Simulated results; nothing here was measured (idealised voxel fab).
process module | voxel double patterning
cross-section cut | 265 nm wide | cells 5 nm
A cross-section is a grid of square cells, given in bands from the top down. A band is one or more rows of cells.
Each band's line starts with the height of the band's top and of its bottom, in nm. Then come its materials from left to right, each with its width in nm. One material with "throughout" fills the band from edge to edge. "air" is empty space.
Height 0 is the level under which the wafer as received is all one material. The lowest band goes on downwards, as in "0 down".
A width such as "30 to 40" changes by the same amount from each row of cells to the next, from the band's top row to its bottom row.
"no change" after a step means that no cell of the cross-section changed.
closed voids: empty space of 8 cells or more with no open way to the top, each as width x height at its distance from the left edge, in nm
after a step's settings: what the simulator itself notes on the step
overlay nm, on a step with a mask: how far to the right of its planned place the mask lay; to the left if negative
plan
1 op RECEIVE | material Si
2 op CONFORMAL_DEP | material SiO2 | thk nm 10
3 op DIRECTIONAL_DEP | material polySi | thk nm 10
4 op DIRECTIONAL_DEP | material SiCN | thk nm 5
5 op DIRECTIONAL_DEP | material aC | thk nm 15
6 op PATTERN | tone open | mask id FIRST | material resist | width nm 15 | pitch nm 50 | thk nm 30 | overlay nm 0
7 op DIRECTIONAL_ETCH | etch materials aC | depth nm 15
8 op STRIP | etch materials resist
9 op DIRECTIONAL_ETCH | etch materials SiCN | depth nm 5
10 op STRIP | etch materials aC
11 op PATTERN | tone open | mask id SECOND | material resist | width nm 15 | thk nm 15 | overlay nm 0
12 op DIRECTIONAL_ETCH | etch materials SiCN | depth nm 5
13 op STRIP | etch materials resist
14 op DIRECTIONAL_ETCH | etch materials polySi | depth nm 10
15 op STRIP | etch materials SiCN
as received, after step 1
  0 down: Si throughout
  closed voids: none
a wafer at the end: this start, this plan, one mistake
  40 to 25: SiO2 throughout
  25 to 20: SiCN throughout
  20 to 10: polySi throughout
  10 to 0: SiO2 throughout
  0 down: Si throughout
  closed voids: none
what went wrong: step 5 ran as: op DIRECTIONAL_DEP | material SiO2 | thk nm 15
